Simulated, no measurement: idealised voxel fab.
process module | voxel local oxidation
Displayed cross-section: cut, width of 250 nm, square cells sized 5 nm.
How to read a cross-section here: the picture is a grid of square cells, written as bands going from the top down, and any band can span one or more rows of cells. First you get the band's top height and its bottom height, in nm, and then the materials it's made of, left to right, with each width in nm. If you see a single material with "full width", that one covers the band edge to edge. "empty" is empty space. Below 0: as-received wafer, all one material; heights counted from there. Lowest band: no bottom, goes on down, written "0 -> down". A two-number width, for instance "30->40", indicates that the width is equal to the first number in the top row of the band and to the second number in the bottom row, and that it changes by a constant amount per row of cells. It should be understood that the words "no change", when stated for a given step, signify that the cross-section underwent no change in any of its cells during that step. Any empty space of 8 cells or more lacking an open way to the top shows up in "Enclosed empty spaces" as width x height at distance, distance from the left edge, in nm. Whatever follows a step's settings on its line is a remark the simulator itself makes about that step. When a step includes a mask, the "overlay nm" setting on its line states how far to the right of its planned place that mask lay, and negative values state how far to the left.
# Planned step list for the process
1: RECEIVE, material Si
2: OXIDIZE, depth nm 5
3: CONFORMAL_DEP, material SiN, thk nm 15
4: DIRECTIONAL_DEP, material aC, thk nm 15
5: PATTERN, tone cover, mask id ACTIVE, material resist, width nm 95, thk nm 35, overlay nm 0
6: DIRECTIONAL_ETCH, etch materials aC, depth nm 15
7: STRIP, etch materials resist
8: DIRECTIONAL_ETCH, etch materials SiN, depth nm 15
9: STRIP, etch materials aC
10: SELECTIVE_ETCH, etch materials SiO2, depth nm 5
11: OXIDIZE, depth nm 10
12: STRIP, etch materials SiN
# Shown in cross-section is the wafer as received, that is, as it stands after step 1
  0 -> down: Si full width
  Enclosed empty spaces: none
# End state of the module in cross-section, given the above starting point and plan and one mistake in execution
  10 -> -5: SiO2 full width
  -5 -> down: Si full width
  Enclosed empty spaces: none
It is concluded that the wafer was processed incorrectly with respect to the plan, in that contrary to plan, step 3 was performed as CONFORMAL_DEP, material SiO2, thk nm 15
